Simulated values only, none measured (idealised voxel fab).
Herein follows the process module entitled voxel self aligned vias.
In the cross-section labelled cut, the width is 220 nm and each square cell is 5 nm.
When this document writes out a cross-section, it uses a grid of square cells and lists it as bands, beginning at the top and moving down, with a band standing for one or more rows of cells.
Heights first: top, then bottom, in nm. Then materials, left to right, each with a width in nm. "everywhere" on a single material: fills the band edge to edge. "blank": empty space.
Note: height 0 marks the level under which the wafer is uniformly one material as received. Lowest band unbounded below, written "top 0, no bottom".
Width spec "30..40" -> top row of cells at first value, bottom row at second value, equal per-row change in between.
The cross-section has no changed cell in any step marked "identical to before".
"Sealed internal voids" enumerates empty spaces isolated from the top, with no open way to it, that contain at least 8 cells, giving each as width x height at distance from the left edge, all three in nm.
Formally, on a step line, whatever follows the settings is a remark that the simulator itself makes on the step.
A step line may carry the setting "overlay nm", which, for steps involving a mask, states the distance by which the mask lay to the right of its intended position; negative values denote displacement to the left.
## Set out below are the planned steps of the process
1 RECEIVE | material Si
2 CONFORMAL_DEP | material SiO2 | thk nm 10
3 CONFORMAL_DEP | material SiCN | thk nm 5
4 DIRECTIONAL_DEP | material lowk | thk nm 30
5 DIRECTIONAL_DEP | material aC | thk nm 10
6 PATTERN | tone open | mask id LINES | material resist | width nm 30 | pitch nm 70 | thk nm 30 | overlay nm 0
7 DIRECTIONAL_ETCH | etch materials aC | depth nm 10
8 STRIP | etch materials resist
9 DIRECTIONAL_ETCH | etch materials lowk | depth nm 30
10 STRIP | etch materials aC
11 CONFORMAL_DEP | material TiN | thk nm 5
12 FILL_DEP | material W | thk nm 5
13 CMP | height nm 45
14 SELECTIVE_ETCH | etch materials W Ru TiN | depth nm 10
15 FILL_DEP | material SiN | thk nm 10
16 CMP | height nm 45
17 DIRECTIONAL_DEP | material lowk | thk nm 15
18 MASKED_ETCH | tone open | mask id VIAS | width nm 40 | pitch nm 70 | etch materials lowk | depth nm 15 | overlay nm 0
19 MASKED_ETCH | tone open | mask id VIAS | width nm 40 | pitch nm 70 | etch materials SiN | depth nm 10 | overlay nm -15
20 CONFORMAL_DEP | material TiN | thk nm 5
21 FILL_DEP | material W | thk nm 10
22 CMP | height nm 60
23 CONFORMAL_DEP | material SiCN | thk nm 5
The wafers are alike at the start. At step 19, their overlay nm differs. The plan lists the first wafer's value.
## Received wafers, first of several: cross-section after step 1
top 0, no bottom  Si everywhere
Sealed internal voids: none
## End of module: cross-section of the first of several wafers after step 23, the last step
top 65, bottom 60  SiCN everywhere
top 60, bottom 50  lowk=55  TiN=5  W=30  TiN=5  lowk=30  TiN=5  W=30  TiN=5  lowk=55
top 50, bottom 45  lowk=55  TiN=10  W=10  TiN=20  lowk=30  TiN=10  W=10  TiN=20  lowk=55
top 45, bottom 40  lowk=60  TiN=5  W=10  TiN=5  SiN=10  lowk=40  TiN=5  W=10  TiN=5  SiN=10  lowk=60
top 40, bottom 35  lowk=60  TiN=20  SiN=10  lowk=40  TiN=20  SiN=10  lowk=60
top 35, bottom 20  lowk=60  TiN=5  W=20  TiN=5  lowk=40  TiN=5  W=20  TiN=5  lowk=60
top 20, bottom 15  lowk=60  TiN=30  lowk=40  TiN=30  lowk=60
top 15, bottom 10  SiCN everywhere
top 10, bottom 0  SiO2 everywhere
top 0, no bottom  Si everywhere
Sealed internal voids: none
## Last wafer x-sec, end of module
top 65, bottom 60  SiCN everywhere
top 60, bottom 50  lowk=55  TiN=5  W=30  TiN=5  lowk=30  TiN=5  W=30  TiN=5  lowk=55
top 50, bottom 45  lowk=55  TiN=20  W=10  TiN=10  lowk=30  TiN=20  W=10  TiN=10  lowk=55
top 45, bottom 40  lowk=60  SiN=10  TiN=5  W=10  TiN=5  lowk=40  SiN=10  TiN=5  W=10  TiN=5  lowk=60
top 40, bottom 35  lowk=60  SiN=10  TiN=20  lowk=40  SiN=10  TiN=20  lowk=60
top 35, bottom 20  lowk=60  TiN=5  W=20  TiN=5  lowk=40  TiN=5  W=20  TiN=5  lowk=60
top 20, bottom 15  lowk=60  TiN=30  lowk=40  TiN=30  lowk=60
top 15, bottom 10  SiCN everywhere
top 10, bottom 0  SiO2 everywhere
top 0, no bottom  Si everywhere
Sealed internal voids: none
## wafer rows; end of module; cells per material since receipt: (+) gained, (-) lost; then closed voids
overlay nm -15, +88 SiCN, +8 SiN, +88 SiO2, +56 TiN, +56 W, +276 lowk, Sealed internal voids: none
overlay nm -10, +88 SiCN, +4 SiN, +88 SiO2, +56 TiN, +60 W, +276 lowk, Sealed internal voids: none
overlay nm -5, +88 SiCN, +88 SiO2, +56 TiN, +64 W, +276 lowk, Sealed internal voids: none
overlay nm 0, +88 SiCN, +88 SiO2, +56 TiN, +64 W, +276 lowk, Sealed internal voids: none
overlay nm 5, +88 SiCN, +88 SiO2, +56 TiN, +64 W, +276 lowk, Sealed internal voids: none
overlay nm 10, +88 SiCN, +4 SiN, +88 SiO2, +56 TiN, +60 W, +276 lowk, Sealed internal voids: none
overlay nm 15, +88 SiCN, +8 SiN, +88 SiO2, +56 TiN, +56 W, +276 lowk, Sealed internal voids: none
